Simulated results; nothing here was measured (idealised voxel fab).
Herein follows the process module entitled voxel capacitor over wiring.
FYI the section here is cut, 230 nm wide, cells are 5 nm squares.
Square cells in a grid make up a cross-section in this document, and the grid is given as bands, listed from the top down, each one or more rows of cells. Read a band's entry like this: the first values are the height of its top and the height of its bottom in nm, and what follows is the sequence of materials from left to right, each with its width in nm. Note that "air" is empty space, and that a single material marked "throughout" reaches across the band from edge to edge. Height reference: 0 = level under which incoming wafer is all one material. Lowest band: no bottom, runs on downward, e.g. "0..down". Width: "30->40" (first number = top row, second number = bottom row, same change from row to row of cells). When a step is marked "nothing altered", none of the cells in the cross-section changed during that step. "Completely enclosed voids" - sealed voids, min. 8 cells, no opening to top; format: width x height at distance (distance from left edge; nm throughout). If you see something after the settings on a step's line, that's the simulator's own remark about that step. overlay nm: mask offset rightward from planned place, masked step; negative means leftward offset.

Below is the list of planned process steps
step 1: RECEIVE,material Si
step 2: CONFORMAL_DEP,material SiO2,thk nm 15
step 3: DIRECTIONAL_DEP,material TiN,thk nm 5
step 4: DIRECTIONAL_DEP,material Ru,thk nm 20
step 5: PATTERN,tone cover,mask id METAL_1,material resist,width nm 30,pitch nm 80,thk nm 20,overlay nm 0
step 6: DIRECTIONAL_ETCH,etch materials Ru,depth nm 20
step 7: DIRECTIONAL_ETCH,etch materials TiN,depth nm 5
step 8: STRIP,etch materials resist
step 9: CONFORMAL_DEP,material SiN,thk nm 5
step 10: FILL_DEP,material lowk,thk nm 10
step 11: CMP,height nm 40
step 12: CONFORMAL_DEP,material SiCN,thk nm 5
step 13: DIRECTIONAL_DEP,material lowk,thk nm 15
step 14: MASKED_ETCH,tone open,mask id PLUG_1,width nm 15,etch materials lowk,depth nm 15,overlay nm 0
step 15: MASKED_ETCH,tone open,mask id PLUG_1,width nm 15,etch materials SiCN,depth nm 5,overlay nm 0
step 16: CONFORMAL_DEP,material TiN,thk nm 5
step 17: FILL_DEP,material W,thk nm 5
step 18: CMP,height nm 60
step 19: DIRECTIONAL_DEP,material TiN,thk nm 5
step 20: DIRECTIONAL_DEP,material HfO2,thk nm 5
step 21: DIRECTIONAL_DEP,material TiN,thk nm 5
step 22: PATTERN,tone cover,mask id UPPER_PLATE,material resist,width nm 55,thk nm 20,overlay nm 0
step 23: DIRECTIONAL_ETCH,etch materials TiN,depth nm 5
step 24: DIRECTIONAL_ETCH,etch materials HfO2,depth nm 5
step 25: STRIP,etch materials resist
step 26: DIRECTIONAL_DEP,material aC,thk nm 15
step 27: PATTERN,tone cover,mask id LOWER_PLATE,material resist,width nm 65,thk nm 30,overlay nm 0
step 28: DIRECTIONAL_ETCH,etch materials aC,depth nm 15
step 29: STRIP,etch materials resist
step 30: DIRECTIONAL_ETCH,etch materials TiN,depth nm 5
step 31: STRIP,etch materials aC
step 32: FILL_DEP,material SiO2,thk nm 15
step 33: CMP,height nm 85
step 34: DIRECTIONAL_DEP,material aC,thk nm 10
step 35: PATTERN,tone open,mask id PLUG_2,material resist,width nm 15,thk nm 30,overlay nm 0
step 36: DIRECTIONAL_ETCH,etch materials aC,depth nm 10
step 37: STRIP,etch materials resist
step 38: DIRECTIONAL_ETCH,etch materials SiO2,depth nm 10
step 39: STRIP,etch materials aC
step 40: CONFORMAL_DEP,material TiN,thk nm 5
step 41: FILL_DEP,material W,thk nm 10
step 42: CMP,height nm 85
step 43: CONFORMAL_DEP,material SiCN,thk nm 5

Wafer, first of two, run as planned

Cross-section of the wafer as it came to us, i.e., already through step 1
* 0..down: Si throughout
* Completely enclosed voids: none

How the wafer stands in section after step 2
* 15..0: SiO2 throughout
* Lower than 0, everything is as it was.

How the wafer stands in section after step 3
* 20..15: TiN throughout
* Lower than 15, everything is as it was.

How the wafer stands in section after step 4
* 40..20: Ru throughout
* Lower than 20, everything is as it was.

How the wafer stands in section after step 5
* 60..40: air=60, then resist=30, then air=50, then resist=30, then air=60
* Lower than 40, everything is as it was.

How the wafer stands in section after step 6
* 60..40: air=60, then resist=30, then air=50, then resist=30, then air=60
* 40..20: air=60, then Ru=30, then air=50, then Ru=30, then air=60
* Lower than 20, everything is as it was.

How the wafer stands in section after step 7
* 60..40: air=60, then resist=30, then air=50, then resist=30, then air=60
* 40..20: air=60, then Ru=30, then air=50, then Ru=30, then air=60
* 20..15: air=60, then TiN=30, then air=50, then TiN=30, then air=60
* Lower than 15, everything is as it was.

How the wafer stands in section after step 8
* 40..20: air=60, then Ru=30, then air=50, then Ru=30, then air=60
* Lower than 20, everything is as it was.

How the wafer stands in section after step 9
* 45..40: air=55, then SiN=40, then air=40, then SiN=40, then air=55
* 40..20: air=55, then SiN=5, then Ru=30, then SiN=5, then air=40, then SiN=5, then Ru=30, then SiN=5, then air=55
* 20..15: SiN=60, then TiN=30, then SiN=50, then TiN=30, then SiN=60
* Lower than 15, everything is as it was.

How the wafer stands in section after step 10
* 55..45: lowk throughout
* 45..40: lowk=55, then SiN=40, then lowk=40, then SiN=40, then lowk=55
* 40..20: lowk=55, then SiN=5, then Ru=30, then SiN=5, then lowk=40, then SiN=5, then Ru=30, then SiN=5, then lowk=55
* Lower than 20, everything is as it was.

How the wafer stands in section after step 11
* 40..20: lowk=55, then SiN=5, then Ru=30, then SiN=5, then lowk=40, then SiN=5, then Ru=30, then SiN=5, then lowk=55
* Lower than 20, everything is as it was.

How the wafer stands in section after step 12
* 45..40: SiCN throughout
* Lower than 40, everything is as it was.

How the wafer stands in section after step 13
* 60..45: lowk throughout
* Lower than 45, everything is as it was.

How the wafer stands in section after step 14
* 60..45: lowk=75, then air=15, then lowk=140
* Lower than 45, everything is as it was.

How the wafer stands in section after step 15
* 60..45: lowk=75, then air=15, then lowk=140
* 45..40: SiCN=75, then air=15, then SiCN=140
* Lower than 40, everything is as it was.

How the wafer stands in section after step 16
* 65..60: TiN=80, then air=5, then TiN=145
* 60..45: lowk=75, then TiN=5, then air=5, then TiN=5, then lowk=140
* 45..40: SiCN=75, then TiN=15, then SiCN=140
* Lower than 40, everything is as it was.

How the wafer stands in section after step 17
* 70..65: W throughout
* 65..60: TiN=80, then W=5, then TiN=145
* 60..45: lowk=75, then TiN=5, then W=5, then TiN=5, then lowk=140
* Lower than 45, everything is as it was.

How the wafer stands in section after step 18
* 60..45: lowk=75, then TiN=5, then W=5, then TiN=5, then lowk=140
* Lower than 45, everything is as it was.

How the wafer stands in section after step 19
* 65..60: TiN throughout
* Lower than 60, everything is as it was.

How the wafer stands in section after step 20
* 70..65: HfO2 throughout
* Lower than 65, everything is as it was.

How the wafer stands in section after step 21
* 75..70: TiN throughout
* Lower than 70, everything is as it was.

How the wafer stands in section after step 22
* 95..75: air=75, then resist=55, then air=100
* Lower than 75, everything is as it was.

How the wafer stands in section after step 23
* 95..75: air=75, then resist=55, then air=100
* 75..70: air=75, then TiN=55, then air=100
* Lower than 70, everything is as it was.

How the wafer stands in section after step 24
* 95..75: air=75, then resist=55, then air=100
* 75..70: air=75, then TiN=55, then air=100
* 70..65: air=75, then HfO2=55, then air=100
* Lower than 65, everything is as it was.

How the wafer stands in section after step 25
* 75..70: air=75, then TiN=55, then air=100
* Lower than 70, everything is as it was.

How the wafer stands in section after step 26
* 90..80: air=75, then aC=55, then air=100
* 80..75: aC throughout
* 75..70: aC=75, then TiN=55, then aC=100
* 70..65: aC=75, then HfO2=55, then aC=100
* Lower than 65, everything is as it was.

How the wafer stands in section after step 27
* 120..90: air=70, then resist=65, then air=95
* 90..80: air=70, then resist=5, then aC=55, then resist=5, then air=95
* Lower than 80, everything is as it was.

How the wafer stands in section after step 28
* 105..90: air=70, then resist=65, then air=95
* 90..80: air=70, then resist=5, then aC=55, then resist=5, then air=95
* 80..75: air=70, then aC=65, then air=95
* 75..70: air=70, then aC=5, then TiN=55, then aC=5, then air=95
* 70..65: air=70, then aC=5, then HfO2=55, then aC=5, then air=95
* Lower than 65, everything is as it was.

How the wafer stands in section after step 29
* 90..80: air=75, then aC=55, then air=100
* Lower than 80, everything is as it was.

How the wafer stands in section after step 30
* 90..80: air=75, then aC=55, then air=100
* 80..75: air=70, then aC=65, then air=95
* 75..70: air=70, then aC=5, then TiN=55, then aC=5, then air=95
* 70..65: air=70, then aC=5, then HfO2=55, then aC=5, then air=95
* 65..60: air=70, then TiN=65, then air=95
* Lower than 60, everything is as it was.

How the wafer stands in section after step 31
* 75..70: air=75, then TiN=55, then air=100
* 70..65: air=75, then HfO2=55, then air=100
* Lower than 65, everything is as it was.

How the wafer stands in section after step 32
* 90..75: SiO2 throughout
* 75..70: SiO2=75, then TiN=55, then SiO2=100
* 70..65: SiO2=75, then HfO2=55, then SiO2=100
* 65..60: SiO2=70, then TiN=65, then SiO2=95
* Lower than 60, everything is as it was.

How the wafer stands in section after step 33
* 85..75: SiO2 throughout
* Lower than 75, everything is as it was.

How the wafer stands in section after step 34
* 95..85: aC throughout
* Lower than 85, everything is as it was.

How the wafer stands in section after step 35
* 125..95: resist=85, then air=15, then resist=130
* Lower than 95, everything is as it was.

How the wafer stands in section after step 36
* 115..95: resist=85, then air=15, then resist=130
* 95..85: aC=85, then air=15, then aC=130
* Lower than 85, everything is as it was.

How the wafer stands in section after step 37
* 95..85: aC=85, then air=15, then aC=130
* Lower than 85, everything is as it was.

How the wafer stands in section after step 38
* 95..85: aC=85, then air=15, then aC=130
* 85..75: SiO2=85, then air=15, then SiO2=130
* Lower than 75, everything is as it was.

How the wafer stands in section after step 39
* 85..75: SiO2=85, then air=15, then SiO2=130
* Lower than 75, everything is as it was.

How the wafer stands in section after step 40
* 90..85: TiN=90, then air=5, then TiN=135
* 85..80: SiO2=85, then TiN=5, then air=5, then TiN=5, then SiO2=130
* 80..70: SiO2=85->75, then TiN=15->55, then SiO2=130->100
* Lower than 70, everything is as it was.

How the wafer stands in section after step 41
* 100..90: W throughout
* 90..85: TiN=90, then W=5, then TiN=135
* 85..80: SiO2=85, then TiN=5, then W=5, then TiN=5, then SiO2=130
* Lower than 80, everything is as it was.

How the wafer stands in section after step 42
* 85..80: SiO2=85, then TiN=5, then W=5, then TiN=5, then SiO2=130
* Lower than 80, everything is as it was.

How the wafer stands in section after step 43
* 90..85: SiCN throughout
* Lower than 85, everything is as it was.

Wafer two. Identical start, identical plan. One mistake in execution. Identical history through step 41

Cross-section of the second wafer when, according to plan, step 42 should have finished: nothing altered

Cross-section of the second wafer when, according to plan, step 43 should have finished
* 105..100: SiCN throughout
* Lower than 100, everything is as it was.
Where did the run depart from the plan? with respect to the plan, step 42 was omitted and not executed
Count the cells at the end and the second wafer has more or fewer of some materials than the first: TiN: 45 more | W: 93 more
